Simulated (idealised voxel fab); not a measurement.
Title: Process Module voxel wiring stack
Square cell edge 5 nm, section width 270 nm, ID cut.
Throughout this document, each cross-section is represented as a grid of square cells and is presented as a sequence of bands enumerated from the top downward, where a band comprises one or more rows of cells. A band entry consists of two parts. The first gives the height of the band's top and the height of its bottom, in nm. The rest lists the band's materials from left to right, each with its width in nm. A single material labelled with the word "everywhere" fills the band from edge to edge, and the word "blank" marks empty space. Where do heights start? At 0: under that level the wafer as delivered is made of one material only. And the lowest band has no floor; it just carries on downward, as in "0..down". Width spec "30->40" -> top row of cells at first value, bottom row at second value, equal per-row change in between. "no change occurred" means the step left every cell of the cross-section as it was. Any empty space of 8 cells or more lacking an open way to the top shows up in "Sealed internal voids" as width x height at distance, distance from the left edge, in nm. Where a step's line continues beyond its settings, the continuation is a remark by the simulator itself on that step. Among the settings permitted on a step's line is "overlay nm"; applied to a step with a mask, it specifies the extent to which the mask lay to the right of its planned position, whereas a negative figure signifies a position to the left.
# The steps planned for the process are as follows
- 1: RECEIVE: material Si
- 2: CONFORMAL_DEP: material SiO2, thk nm 15
- 3: CONFORMAL_DEP: material SiCN, thk nm 5
- 4: DIRECTIONAL_DEP: material SiO2, thk nm 10
- 5: PATTERN: tone open, mask id METAL_1, material resist, width nm 25, pitch nm 45, thk nm 20, overlay nm 0
- 6: DIRECTIONAL_ETCH: etch materials SiO2, depth nm 20
- 7: DIRECTIONAL_ETCH: etch materials SiCN, depth nm 5
- 8: STRIP: etch materials resist
- 9: CONFORMAL_DEP: material TiN, thk nm 5
- 10: FILL_DEP: material Ru, thk nm 5
- 11: CMP: height nm 40
- 12: CONFORMAL_DEP: material SiCN, thk nm 5
- 13: DIRECTIONAL_DEP: material SiO2, thk nm 10
- 14: PATTERN: tone open, mask id PLUG_1, material resist, width nm 15, pitch nm 45, thk nm 20, overlay nm 0
- 15: DIRECTIONAL_ETCH: etch materials SiO2, depth nm 10
- 16: DIRECTIONAL_ETCH: etch materials SiCN, depth nm 5
- 17: STRIP: etch materials resist
- 18: EPI: material Ru, thk nm 10
- 19: EPI: material Ru, thk nm 5
- 20: CONFORMAL_DEP: material SiN, thk nm 5
- 21: DIRECTIONAL_DEP: material lowk, thk nm 20
- 22: PATTERN: tone open, mask id METAL_2, material resist, width nm 25, pitch nm 45, thk nm 20, overlay nm 0
- 23: DIRECTIONAL_ETCH: etch materials lowk, depth nm 20
- 24: DIRECTIONAL_ETCH: etch materials SiN, depth nm 5
- 25: STRIP: etch materials resist
- 26: CONFORMAL_DEP: material TiN, thk nm 5
- 27: FILL_DEP: material Cu, thk nm 5
- 28: CMP: height nm 80
- 29: CONFORMAL_DEP: material SiCN, thk nm 5
- 30: DIRECTIONAL_DEP: material lowk, thk nm 30
- 31: MASKED_ETCH: tone open, mask id METAL_3_HOLES, width nm 15, pitch nm 90, etch materials lowk, depth nm 30, overlay nm 0
- 32: DIRECTIONAL_DEP: material aC, thk nm 10
- 33: PATTERN: tone open, mask id METAL_3, material resist, width nm 25, pitch nm 45, thk nm 25, overlay nm 0
- 34: DIRECTIONAL_ETCH: etch materials aC, depth nm 10
- 35: STRIP: etch materials resist
- 36: DIRECTIONAL_ETCH: etch materials lowk, depth nm 15
- 37: DIRECTIONAL_ETCH: etch materials SiCN, depth nm 5
- 38: STRIP: etch materials aC
- 39: CONFORMAL_DEP: material TiN, thk nm 5
- 40: FILL_DEP: material Cu, thk nm 10
- 41: CMP: height nm 115
- 42: CONFORMAL_DEP: material SiN, thk nm 5
Keep in mind the plan's value for the thk nm of step 4 comes from the first wafer; the wafers don't share that setting, but they do share the same starting point.
# This is how the first of several wafers looked in cross-section when it arrived, which is after step 1
  0..down | Si everywhere
  Sealed internal voids: none
# For your reference, the table is organized with a row per wafer; each row reflects the wafer at the end of the module, indicating for each material the cells gained (+) or lost (-) since receipt, and thereafter its closed voids
thk nm 10, +80 Cu, +126 Ru, +124 SiCN, +88 SiN, +314 SiO2, +182 TiN, +382 lowk, Sealed internal voids: none
thk nm 15, +80 Cu, +84 Ru, +124 SiCN, +88 SiN, +348 SiO2, +190 TiN, +382 lowk, Sealed internal voids: none
thk nm 20, +80 Cu, +84 Ru, +124 SiCN, +88 SiN, +382 SiO2, +156 TiN, +382 lowk, Sealed internal voids: none
thk nm 25, +80 Cu, +60 Ru, +144 SiCN, +88 SiN, +402 SiO2, +140 TiN, +382 lowk, Sealed internal voids: none
thk nm 30, +80 Cu, +48 Ru, +144 SiCN, +88 SiN, +422 SiO2, +132 TiN, +382 lowk, Sealed internal voids: none
thk nm 35, +80 Cu, +36 Ru, +144 SiCN, +88 SiN, +442 SiO2, +124 TiN, +382 lowk, Sealed internal voids: none
